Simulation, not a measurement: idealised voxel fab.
Process module in this document: voxel trench capacitor
Cross-sectional view cut (width: 300 nm; square cell size: 5 nm).
This document writes a cross-section as a grid whose cells are square, and gives it as bands, listed from the top down; one or more rows of cells form a band. Each band's line starts with the height of the band's top and of its bottom, in nm. Then come its materials from left to right, each with its width in nm. One material with "everywhere" fills the band from edge to edge. "air" is empty space. Height reference: 0 = level under which incoming wafer is all one material. Lowest band: no bottom, runs on downward, e.g. "0 -> down". A two-number width, for instance "30..40", indicates that the width is equal to the first number in the top row of the band and to the second number in the bottom row, and that it changes by a constant amount per row of cells. "remains unaltered" (step): cross-section cells unchanged, all of them. "Closed void register": sealed empty spaces, 8 cells or more, no open way to top, listed width x height at distance, with distance from the left edge and width, height and distance in nm. The remark found on a step's line after its settings is issued by the simulator itself and pertains to that step. overlay nm: for a step with a mask, the amount by which the mask lay right of where it was planned; a negative amount means left of it.

## Steps planned for the process
1) RECEIVE [material Si]
2) CONFORMAL_DEP [material SiN] [thk nm 5]
3) DIRECTIONAL_DEP [material aC] [thk nm 10]
4) PATTERN [tone open] [mask id TRENCH] [material resist] [width nm 20] [pitch nm 35] [thk nm 30] [overlay nm 0]
5) DIRECTIONAL_ETCH [etch materials aC] [depth nm 10]
6) STRIP [etch materials resist]
7) DIRECTIONAL_ETCH [etch materials SiN] [depth nm 5]
8) DIRECTIONAL_ETCH [etch materials Si] [depth nm 35]
9) STRIP [etch materials aC]
10) CONFORMAL_DEP [material SiO2] [thk nm 5]
11) FILL_DEP [material polySi] [thk nm 10]
12) CMP [height nm 5]

## This is the cross-section of the wafer as we received it, i.e. after step 1
    0 -> down = Si everywhere
    Closed void register: none

## Run as planned - first of the two wafers cross-sectioned at the end of the module
    5 -> 0 = 105 nm SiN; 5 nm SiO2; 10 nm polySi; 5 nm SiO2; 15 nm SiN; 5 nm SiO2; 10 nm polySi; 5 nm SiO2; 15 nm SiN; 5 nm SiO2; 10 nm polySi; 5 nm SiO2; 105 nm SiN
    0 -> -30 = 105 nm Si; 5 nm SiO2; 10 nm polySi; 5 nm SiO2; 15 nm Si; 5 nm SiO2; 10 nm polySi; 5 nm SiO2; 15 nm Si; 5 nm SiO2; 10 nm polySi; 5 nm SiO2; 105 nm Si
    -30 -> -35 = 105 nm Si; 20 nm SiO2; 15 nm Si; 20 nm SiO2; 15 nm Si; 20 nm SiO2; 105 nm Si
    -35 -> down = Si everywhere
    Closed void register: none

## Wafer two, sectioned after the module: the first wafer's start, the first wafer's plan, and one mistake in how it was run
    20 -> 10 = polySi everywhere
    10 -> 5 = 110 nm SiO2; 10 nm polySi; 25 nm SiO2; 10 nm polySi; 25 nm SiO2; 10 nm polySi; 110 nm SiO2
    5 -> 0 = 105 nm SiN; 5 nm SiO2; 10 nm polySi; 5 nm SiO2; 15 nm SiN; 5 nm SiO2; 10 nm polySi; 5 nm SiO2; 15 nm SiN; 5 nm SiO2; 10 nm polySi; 5 nm SiO2; 105 nm SiN
    0 -> -30 = 105 nm Si; 5 nm SiO2; 10 nm polySi; 5 nm SiO2; 15 nm Si; 5 nm SiO2; 10 nm polySi; 5 nm SiO2; 15 nm Si; 5 nm SiO2; 10 nm polySi; 5 nm SiO2; 105 nm Si
    -30 -> -35 = 105 nm Si; 20 nm SiO2; 15 nm Si; 20 nm SiO2; 15 nm Si; 20 nm SiO2; 105 nm Si
    -35 -> down = Si everywhere
    Closed void register: none
Nonconformance to the process plan: with respect to the plan, step 12 was omitted and not executed
The second wafer ends with more or fewer cells of some materials than the first, per final count: +54 SiO2 | +126 polySi
